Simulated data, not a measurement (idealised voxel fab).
This is a process module. Its name is voxel self aligned contacts.
cross-section cut | 215 nm wide | cells 5 nm
Cross-section spec: square-cell grid; bands listed top down; each band is one or more rows.
A band entry consists of two parts. The first gives the height of the band's top and the height of its bottom, in nm. The rest lists the band's materials from left to right, each with its width in nm. A single material labelled with the word "throughout" fills the band from edge to edge, and the word "blank" marks empty space.
Height datum 0, below which the as-received substrate wafer is one material. Lowest band open at the bottom, running downward: "z 0 and below".
Width "30 to 40": first value at the band's top row of cells, second value at its bottom row, equal change from row to row.
What does "nothing different" mean for a step? It means no cell of the cross-section changed in that step.
Empty spaces counting at least 8 cells and having no open way to the top are listed in "Trapped voids". The notation width x height at distance is used for each, the distance being from the left edge and all three values in nm.
What comes after the settings on a step's line is commentary from the simulator itself on that step.
overlay nm: mask right of planned place by this much (step with mask). Neg. = left.
[Below is the list of planned process steps]
1 RECEIVE | material Si
2 OXIDIZE | depth nm 5
3 DIRECTIONAL_DEP | material polySi | thk nm 30
4 DIRECTIONAL_DEP | material SiN | thk nm 20
5 DIRECTIONAL_DEP | material aC | thk nm 10
6 PATTERN | tone cover | mask id GATE | material resist | width nm 25 | pitch nm 60 | thk nm 25 | overlay nm 0
7 DIRECTIONAL_ETCH | etch materials aC | depth nm 10
8 STRIP | etch materials resist
9 DIRECTIONAL_ETCH | etch materials SiN | depth nm 20
10 DIRECTIONAL_ETCH | etch materials polySi | depth nm 30
11 STRIP | etch materials aC
12 CONFORMAL_DEP | material SiN | thk nm 5
13 DIRECTIONAL_ETCH | etch materials SiN | depth nm 5
14 FILL_DEP | material SiO2 | thk nm 10
15 CMP | height nm 55
16 PATTERN | tone open | mask id CONTACT | material resist | width nm 45 | thk nm 15 | overlay nm 0
17 DIRECTIONAL_ETCH | etch materials SiO2 | depth nm 60
18 STRIP | etch materials resist
19 CONFORMAL_DEP | material TiN | thk nm 5
20 FILL_DEP | material Ru | thk nm 10
21 CMP | height nm 55
22 CONFORMAL_DEP | material SiN | thk nm 5
[as received, after step 1]
- z 0 and below: Si throughout
- Trapped voids: none
[first wafer at the end, as planned]
- z 60 to 55: SiN throughout
- z 55 to 50: SiO2=85 / TiN=15 / Ru=15 / TiN=15 / SiO2=85
- z 50 to 30: SiO2=60 / SiN=35 / TiN=5 / Ru=15 / TiN=5 / SiN=35 / SiO2=60
- z 30 to 0: SiO2=60 / SiN=5 / polySi=25 / SiN=5 / TiN=5 / Ru=15 / TiN=5 / SiN=5 / polySi=25 / SiN=5 / SiO2=60
- z 0 to -5: SiO2=95 / TiN=25 / SiO2=95
- z -5 and below: Si throughout
- Trapped voids: none
[Second of two wafers, module complete, sectioned: it shares the first wafer's start and plan but was run with one mistake]
- z 60 to 55: SiN throughout
- z 55 to 50: SiO2=60 / SiN=35 / TiN=25 / SiN=35 / SiO2=60
- z 50 to 30: SiN throughout
- z 30 to 0: polySi throughout
- z 0 to -5: SiO2 throughout
- z -5 and below: Si throughout
- Trapped voids: none
What was the processing mistake? twice over, step 4 of the plan was run
Final tally in cells, some materials are higher or lower on the second wafer than on the first: -33 Ru | +106 SiN | -245 SiO2 | -26 TiN | +198 polySi
